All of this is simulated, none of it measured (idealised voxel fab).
Presented below is a process module, voxel quadruple lines.
Section shown: cut. Width: 280 nm. Cell size: 5 nm, square.
Square cells in a grid make up a cross-section in this document, and the grid is given as bands, listed from the top down, each one or more rows of cells. This entry defines a band. It first specifies the height of the band's top and the height of its bottom in nm, and then specifies the band's materials from left to right, stating each material with its width in nm. The word "full width" identifies a single material that fills the band from edge to edge, while the word "empty" identifies empty space. The level at which height equals 0 is the one under which the wafer, as it arrives, is entirely one material. No lower edge exists for the bottom band, which continues downward and is notated as in "top 0, no bottom". Quick explanation for "30->40": the width changes in equal steps down the rows of cells, from the first number in the band's top row to the second number in its bottom row. Reading "no change" for a step: not a cell of the cross-section changed in it. The entry titled "Enclosed voids" provides the empty spaces that have no open way to the top, restricted to those of 8 cells or more. Each is presented as width x height at distance, the distance being measured from the left edge, with all three in nm. On each step's line, the part that comes after the settings is the simulator's own comment on the step. A step's line can hold "overlay nm"; with a mask on that step, the setting says how far right of the planned place the mask lay, while a negative setting says it lay to the left.

# The following list gives the planned process steps
| 1 | RECEIVE | material Si |
| 2 | CONFORMAL_DEP | material Al2O3 | thk nm 5 |
| 3 | DIRECTIONAL_DEP | material Ru | thk nm 10 |
| 4 | DIRECTIONAL_DEP | material polySi | thk nm 20 |
| 5 | DIRECTIONAL_DEP | material aC | thk nm 20 |
| 6 | PATTERN | tone cover | mask id MANDREL | material resist | width nm 20 | thk nm 25 | overlay nm 0 |
| 7 | DIRECTIONAL_ETCH | etch materials aC | depth nm 20 |
| 8 | STRIP | etch materials resist |
| 9 | CONFORMAL_DEP | material SiO2 | thk nm 10 |
| 10 | DIRECTIONAL_ETCH | etch materials SiO2 | depth nm 10 |
| 11 | STRIP | etch materials aC |
| 12 | DIRECTIONAL_ETCH | etch materials polySi | depth nm 20 |
| 13 | STRIP | etch materials SiO2 |
| 14 | CONFORMAL_DEP | material SiCN | thk nm 5 |
| 15 | DIRECTIONAL_ETCH | etch materials SiCN | depth nm 5 |
| 16 | STRIP | etch materials polySi |
| 17 | DIRECTIONAL_ETCH | etch materials Ru | depth nm 10 |
| 18 | STRIP | etch materials SiCN |
| 19 | FILL_DEP | material lowk | thk nm 10 |
| 20 | CMP | height nm 15 |

# First of two wafers, with the run carried out as planned

# As received (post step 1): cross-section
  top 0, no bottom = Si full width
  Enclosed voids: none

# The wafer in cross-section once step 2 is complete
  top 5, bottom 0 = Al2O3 full width
  Rest of section, below 0: as before.

# The wafer in cross-section once step 3 is complete
  top 15, bottom 5 = Ru full width
  Rest of section, below 5: as before.

# The wafer in cross-section once step 4 is complete
  top 35, bottom 15 = polySi full width
  Rest of section, below 15: as before.

# The wafer in cross-section once step 5 is complete
  top 55, bottom 35 = aC full width
  Rest of section, below 35: as before.

# The wafer in cross-section once step 6 is complete
  top 80, bottom 55 = 130 nm empty; 20 nm resist; 130 nm empty
  Rest of section, below 55: as before.

# The wafer in cross-section once step 7 is complete
  top 60, bottom 55 = 130 nm empty; 20 nm resist; 130 nm empty
  top 55, bottom 35 = 130 nm empty; 20 nm aC; 130 nm empty
  Rest of section, below 35: as before.

# The wafer in cross-section once step 8 is complete
  top 55, bottom 35 = 130 nm empty; 20 nm aC; 130 nm empty
  Rest of section, below 35: as before.

# The wafer in cross-section once step 9 is complete
  top 65, bottom 55 = 120 nm empty; 40 nm SiO2; 120 nm empty
  top 55, bottom 45 = 120 nm empty; 10 nm SiO2; 20 nm aC; 10 nm SiO2; 120 nm empty
  top 45, bottom 35 = 130 nm SiO2; 20 nm aC; 130 nm SiO2
  Rest of section, below 35: as before.

# The wafer in cross-section once step 10 is complete
  top 55, bottom 35 = 120 nm empty; 10 nm SiO2; 20 nm aC; 10 nm SiO2; 120 nm empty
  Rest of section, below 35: as before.

# The wafer in cross-section once step 11 is complete
  top 55, bottom 35 = 120 nm empty; 10 nm SiO2; 20 nm empty; 10 nm SiO2; 120 nm empty
  Rest of section, below 35: as before.

# The wafer in cross-section once step 12 is complete
  top 55, bottom 35 = 120 nm empty; 10 nm SiO2; 20 nm empty; 10 nm SiO2; 120 nm empty
  top 35, bottom 15 = 120 nm empty; 10 nm polySi; 20 nm empty; 10 nm polySi; 120 nm empty
  Rest of section, below 15: as before.

# The wafer in cross-section once step 13 is complete
  top 35, bottom 15 = 120 nm empty; 10 nm polySi; 20 nm empty; 10 nm polySi; 120 nm empty
  Rest of section, below 15: as before.

# The wafer in cross-section once step 14 is complete
  top 40, bottom 35 = 115 nm empty; 20 nm SiCN; 10 nm empty; 20 nm SiCN; 115 nm empty
  top 35, bottom 20 = 115 nm empty; 5 nm SiCN; 10 nm polySi; 5 nm SiCN; 10 nm empty; 5 nm SiCN; 10 nm polySi; 5 nm SiCN; 115 nm empty
  top 20, bottom 15 = 120 nm SiCN; 10 nm polySi; 20 nm SiCN; 10 nm polySi; 120 nm SiCN
  Rest of section, below 15: as before.

# The wafer in cross-section once step 15 is complete
  top 35, bottom 15 = 115 nm empty; 5 nm SiCN; 10 nm polySi; 5 nm SiCN; 10 nm empty; 5 nm SiCN; 10 nm polySi; 5 nm SiCN; 115 nm empty
  Rest of section, below 15: as before.

# The wafer in cross-section once step 16 is complete
  top 35, bottom 15 = 115 nm empty; 5 nm SiCN; 10 nm empty; 5 nm SiCN; 10 nm empty; 5 nm SiCN; 10 nm empty; 5 nm SiCN; 115 nm empty
  Rest of section, below 15: as before.

# The wafer in cross-section once step 17 is complete
  top 35, bottom 15 = 115 nm empty; 5 nm SiCN; 10 nm empty; 5 nm SiCN; 10 nm empty; 5 nm SiCN; 10 nm empty; 5 nm SiCN; 115 nm empty
  top 15, bottom 5 = 115 nm empty; 5 nm Ru; 10 nm empty; 5 nm Ru; 10 nm empty; 5 nm Ru; 10 nm empty; 5 nm Ru; 115 nm empty
  Rest of section, below 5: as before.

# The wafer in cross-section once step 18 is complete
  top 15, bottom 5 = 115 nm empty; 5 nm Ru; 10 nm empty; 5 nm Ru; 10 nm empty; 5 nm Ru; 10 nm empty; 5 nm Ru; 115 nm empty
  Rest of section, below 5: as before.

# The wafer in cross-section once step 19 is complete
  top 25, bottom 15 = lowk full width
  top 15, bottom 5 = 115 nm lowk; 5 nm Ru; 10 nm lowk; 5 nm Ru; 10 nm lowk; 5 nm Ru; 10 nm lowk; 5 nm Ru; 115 nm lowk
  Rest of section, below 5: as before.

# The wafer in cross-section once step 20 is complete
  top 15, bottom 5 = 115 nm lowk; 5 nm Ru; 10 nm lowk; 5 nm Ru; 10 nm lowk; 5 nm Ru; 10 nm lowk; 5 nm Ru; 115 nm lowk
  Rest of section, below 5: as before.

# Wafer two of the pair: same origin, same plan, one error during the run; identical to wafer one up to and including step 5

# Second wafer at the planned finish of step 6, seen in cross-section
  top 80, bottom 55 = 120 nm empty; 20 nm resist; 140 nm empty
  Rest of section, below 55: as before.

# Second wafer at the planned finish of step 7, seen in cross-section
  top 60, bottom 55 = 120 nm empty; 20 nm resist; 140 nm empty
  top 55, bottom 35 = 120 nm empty; 20 nm aC; 140 nm empty
  Rest of section, below 35: as before.

# Second wafer at the planned finish of step 8, seen in cross-section
  top 55, bottom 35 = 120 nm empty; 20 nm aC; 140 nm empty
  Rest of section, below 35: as before.

# Second wafer at the planned finish of step 9, seen in cross-section
  top 65, bottom 55 = 110 nm empty; 40 nm SiO2; 130 nm empty
  top 55, bottom 45 = 110 nm empty; 10 nm SiO2; 20 nm aC; 10 nm SiO2; 130 nm empty
  top 45, bottom 35 = 120 nm SiO2; 20 nm aC; 140 nm SiO2
  Rest of section, below 35: as before.

# Second wafer at the planned finish of step 10, seen in cross-section
  top 55, bottom 35 = 110 nm empty; 10 nm SiO2; 20 nm aC; 10 nm SiO2; 130 nm empty
  Rest of section, below 35: as before.

# Second wafer at the planned finish of step 11, seen in cross-section
  top 55, bottom 35 = 110 nm empty; 10 nm SiO2; 20 nm empty; 10 nm SiO2; 130 nm empty
  Rest of section, below 35: as before.

# Second wafer at the planned finish of step 12, seen in cross-section
  top 55, bottom 35 = 110 nm empty; 10 nm SiO2; 20 nm empty; 10 nm SiO2; 130 nm empty
  top 35, bottom 15 = 110 nm empty; 10 nm polySi; 20 nm empty; 10 nm polySi; 130 nm empty
  Rest of section, below 15: as before.

# Second wafer at the planned finish of step 13, seen in cross-section
  top 35, bottom 15 = 110 nm empty; 10 nm polySi; 20 nm empty; 10 nm polySi; 130 nm empty
  Rest of section, below 15: as before.

# Second wafer at the planned finish of step 14, seen in cross-section
  top 40, bottom 35 = 105 nm empty; 20 nm SiCN; 10 nm empty; 20 nm SiCN; 125 nm empty
  top 35, bottom 20 = 105 nm empty; 5 nm SiCN; 10 nm polySi; 5 nm SiCN; 10 nm empty; 5 nm SiCN; 10 nm polySi; 5 nm SiCN; 125 nm empty
  top 20, bottom 15 = 110 nm SiCN; 10 nm polySi; 20 nm SiCN; 10 nm polySi; 130 nm SiCN
  Rest of section, below 15: as before.

# Second wafer at the planned finish of step 15, seen in cross-section
  top 35, bottom 15 = 105 nm empty; 5 nm SiCN; 10 nm polySi; 5 nm SiCN; 10 nm empty; 5 nm SiCN; 10 nm polySi; 5 nm SiCN; 125 nm empty
  Rest of section, below 15: as before.

# Second wafer at the planned finish of step 16, seen in cross-section
  top 35, bottom 15 = 105 nm empty; 5 nm SiCN; 10 nm empty; 5 nm SiCN; 10 nm empty; 5 nm SiCN; 10 nm empty; 5 nm SiCN; 125 nm empty
  Rest of section, below 15: as before.

# Second wafer at the planned finish of step 17, seen in cross-section
  top 35, bottom 15 = 105 nm empty; 5 nm SiCN; 10 nm empty; 5 nm SiCN; 10 nm empty; 5 nm SiCN; 10 nm empty; 5 nm SiCN; 125 nm empty
  top 15, bottom 5 = 105 nm empty; 5 nm Ru; 10 nm empty; 5 nm Ru; 10 nm empty; 5 nm Ru; 10 nm empty; 5 nm Ru; 125 nm empty
  Rest of section, below 5: as before.

# Second wafer at the planned finish of step 18, seen in cross-section
  top 15, bottom 5 = 105 nm empty; 5 nm Ru; 10 nm empty; 5 nm Ru; 10 nm empty; 5 nm Ru; 10 nm empty; 5 nm Ru; 125 nm empty
  Rest of section, below 5: as before.

# Second wafer at the planned finish of step 19, seen in cross-section
  top 25, bottom 15 = lowk full width
  top 15, bottom 5 = 105 nm lowk; 5 nm Ru; 10 nm lowk; 5 nm Ru; 10 nm lowk; 5 nm Ru; 10 nm lowk; 5 nm Ru; 125 nm lowk
  Rest of section, below 5: as before.

# Second wafer at the planned finish of step 20, seen in cross-section
  top 15, bottom 5 = 105 nm lowk; 5 nm Ru; 10 nm lowk; 5 nm Ru; 10 nm lowk; 5 nm Ru; 10 nm lowk; 5 nm Ru; 125 nm lowk
  Rest of section, below 5: as before.
Misprocessing identified: step 6 ran as: PATTERN | tone cover | mask id MANDREL | material resist | width nm 20 | thk nm 25 | overlay nm -10
Comparing end states, the material composition by cell count is preserved from the first wafer to the second, while the locations of the cells are not.
